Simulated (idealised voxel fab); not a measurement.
voxel capacitor over wiring: a process module
Section cut is 210 nm wide and gridded with 5 nm square cells.
Notation: cross-section as square-cell grid; stated in bands, top first, going down; one or more cell rows per band.
The band entry comprises the height of the band's top followed by the height of its bottom, expressed in nm, and subsequently the band's materials from left to right, each stated together with its width in nm. Where a single material is marked with the word "full width", that material fills the band from edge to edge. The word "blank" represents empty space.
Ref level 0: as-received wafer is one material below here. Bottom band extends down with no lower bound ("from 0 down").
Quick explanation for "30->40": the width changes in equal steps down the rows of cells, from the first number in the band's top row to the second number in its bottom row.
It should be understood that the words "same as before", when stated for a given step, signify that the cross-section underwent no change in any of its cells during that step.
Reported under the label "Voids, sealed" are the empty spaces having no open way to the top and comprising 8 cells or more; the notation for each is width x height at distance, in which the distance is measured from the left edge and all three values are in nm.
Formally, on a step line, whatever follows the settings is a remark that the simulator itself makes on the step.
overlay nm: mask right of planned place by this much (step with mask). Neg. = left.
THE PROCESS STEPS THAT WERE PLANNED ARE LISTED BELOW
1 RECEIVE, material Si
2 CONFORMAL_DEP, material SiO2, thk nm 10
3 CONFORMAL_DEP, material SiCN, thk nm 5
4 DIRECTIONAL_DEP, material lowk, thk nm 15
5 MASKED_ETCH, tone open, mask id METAL_1, width nm 30, pitch nm 95, etch materials lowk, depth nm 15, overlay nm 0
6 MASKED_ETCH, tone open, mask id METAL_1, width nm 30, pitch nm 95, etch materials SiCN, depth nm 5, overlay nm 0
7 CONFORMAL_DEP, material TiN, thk nm 5
8 FILL_DEP, material Ru, thk nm 5
9 CMP, height nm 30
10 CONFORMAL_DEP, material SiCN, thk nm 5
11 DIRECTIONAL_DEP, material lowk, thk nm 15
12 PATTERN, tone open, mask id PLUG_1, material resist, width nm 15, thk nm 15, overlay nm 0
13 DIRECTIONAL_ETCH, etch materials lowk, depth nm 15
14 DIRECTIONAL_ETCH, etch materials SiCN, depth nm 5
15 STRIP, etch materials resist
16 CONFORMAL_DEP, material TiN, thk nm 5
17 FILL_DEP, material Ru, thk nm 10
18 CMP, height nm 50
19 DIRECTIONAL_DEP, material TiN, thk nm 5
20 DIRECTIONAL_DEP, material Al2O3, thk nm 5
21 DIRECTIONAL_DEP, material TiN, thk nm 5
22 PATTERN, tone cover, mask id UPPER_PLATE, material resist, width nm 70, thk nm 20, overlay nm 0
23 DIRECTIONAL_ETCH, etch materials TiN, depth nm 5
24 DIRECTIONAL_ETCH, etch materials Al2O3, depth nm 5
25 STRIP, etch materials resist
26 MASKED_ETCH, tone cover, mask id LOWER_PLATE, width nm 80, etch materials TiN, depth nm 5, overlay nm 0
27 FILL_DEP, material SiO2, thk nm 15
28 CMP, height nm 75
29 MASKED_ETCH, tone open, mask id PLUG_2, width nm 15, etch materials SiO2, depth nm 10, overlay nm 0
30 CONFORMAL_DEP, material TiN, thk nm 5
31 FILL_DEP, material W, thk nm 10
32 CMP, height nm 75
33 CONFORMAL_DEP, material SiCN, thk nm 5
THE CROSS-SECTION HERE SHOWS THE WAFER AS RECEIVED, I.E. IN ITS STATE AFTER STEP 1
> from 0 down: Si full width
> Voids, sealed: none
SECTIONED VIEW, FIRST OF TWO WAFERS, AT THE CLOSE OF THE MODULE, PROCESSED AS INTENDED IN THE PLAN
> from 80 to 75: SiCN full width
> from 75 to 70: 65 nm SiO2, 5 nm TiN, 5 nm W, 5 nm TiN, 130 nm SiO2
> from 70 to 60: 65->55 nm SiO2, 15->70 nm TiN, 130->85 nm SiO2
> from 60 to 55: 55 nm SiO2, 70 nm Al2O3, 85 nm SiO2
> from 55 to 50: 50 nm SiO2, 80 nm TiN, 80 nm SiO2
> from 50 to 35: 55 nm lowk, 5 nm TiN, 5 nm Ru, 5 nm TiN, 140 nm lowk
> from 35 to 30: 55 nm SiCN, 15 nm TiN, 140 nm SiCN
> from 30 to 15: 40 nm lowk, 5 nm TiN, 20 nm Ru, 5 nm TiN, 65 nm lowk, 5 nm TiN, 20 nm Ru, 5 nm TiN, 45 nm lowk
> from 15 to 10: 40 nm SiCN, 30 nm TiN, 65 nm SiCN, 30 nm TiN, 45 nm SiCN
> from 10 to 0: SiO2 full width
> from 0 down: Si full width
> Voids, sealed: none
WAFER TWO (OF TWO), END-OF-MODULE CROSS-SECTION: START = WAFER ONE, PLAN = WAFER ONE, ONE RUN MISTAKE
> from 80 to 75: SiCN full width
> from 75 to 70: 65 nm SiO2, 5 nm TiN, 5 nm W, 5 nm TiN, 130 nm SiO2
> from 70 to 60: 65->55 nm SiO2, 15->70 nm TiN, 130->85 nm SiO2
> from 60 to 55: 55 nm SiO2, 70 nm Al2O3, 85 nm SiO2
> from 55 to 50: 50 nm SiO2, 80 nm TiN, 80 nm SiO2
> from 50 to 35: 55 nm lowk, 5 nm TiN, 5 nm Ru, 5 nm TiN, 140 nm lowk
> from 35 to 30: 55 nm SiCN, 15 nm TiN, 140 nm SiCN
> from 30 to 15: 40 nm lowk, 5 nm TiN, 20 nm Ru, 5 nm TiN, 65 nm lowk, 5 nm TiN, 20 nm Ru, 5 nm TiN, 45 nm lowk
> from 15 to 10: 40 nm SiCN, 30 nm TiN, 65 nm SiCN, 30 nm TiN, 45 nm SiCN
> from 10 to 0: Al2O3 full width
> from 0 down: Si full width
> Voids, sealed: none
Misprocessing identified: note that step 2 departed from the planned setting and was carried out as CONFORMAL_DEP, material Al2O3, thk nm 10
In the final state, the cell counts of the second wafer exceed or fall short of those of the first for the following materials: +84 Al2O3 | -84 SiO2
